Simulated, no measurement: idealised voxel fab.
process module | voxel tone inversion
cross-section cut | 195 nm wide | cells 5 nm
A cross-section is a grid of square cells, given in bands from the top down. A band is one or more rows of cells.
Each band's line starts with the height of the band's top and of its bottom, in nm. Then come its materials from left to right, each with its width in nm. One material with "throughout" fills the band from edge to edge. "air" is empty space.
Height 0 is the level under which the wafer as received is all one material. The lowest band goes on downwards, as in "0 down".
A width such as "30 to 40" changes by the same amount from each row of cells to the next, from the band's top row to its bottom row.
"no change" after a step means that no cell of the cross-section changed.
closed voids: empty space of 8 cells or more with no open way to the top, each as width x height at its distance from the left edge, in nm
after a step's settings: what the simulator itself notes on the step
overlay nm, on a step with a mask: how far to the right of its planned place the mask lay; to the left if negative
plan
1 op RECEIVE | material Si
2 op CONFORMAL_DEP | material SiCN | thk nm 10
3 op DIRECTIONAL_DEP | material aC | thk nm 15
4 op PATTERN | tone cover | mask id POSTS | material resist | width nm 25 | pitch nm 55 | thk nm 25 | overlay nm -15
5 op DIRECTIONAL_ETCH | etch materials aC | depth nm 15
6 op STRIP | etch materials resist
7 op FILL_DEP | material lowk | thk nm 5
8 op CMP | height nm 25
9 op STRIP | etch materials aC
varied across the wafers: overlay nm of step 4. The plan shows the first wafer's value. All wafers start alike
first wafer as received, after step 1
  0 down: Si throughout
  closed voids: none
first wafer at the end, after step 9
  25 to 10: lowk 15 | air 25 | lowk 30 | air 25 | lowk 30 | air 25 | lowk 45
  10 to 0: SiCN throughout
  0 down: Si throughout
  closed voids: none
last wafer at the end
  25 to 10: lowk 45 | air 25 | lowk 30 | air 25 | lowk 30 | air 25 | lowk 15
  10 to 0: SiCN throughout
  0 down: Si throughout
  closed voids: none
each wafer at the end: cells of each material gained (+) or lost (-) since it was received, then its closed voids
overlay nm -15 | +78 SiCN | +72 lowk | closed voids: none
overlay nm -10 | +78 SiCN | +72 lowk | closed voids: none
overlay nm -5 | +78 SiCN | +72 lowk | closed voids: none
overlay nm 0 | +78 SiCN | +72 lowk | closed voids: none
overlay nm 5 | +78 SiCN | +72 lowk | closed voids: none
overlay nm 10 | +78 SiCN | +72 lowk | closed voids: none
overlay nm 15 | +78 SiCN | +72 lowk | closed voids: none
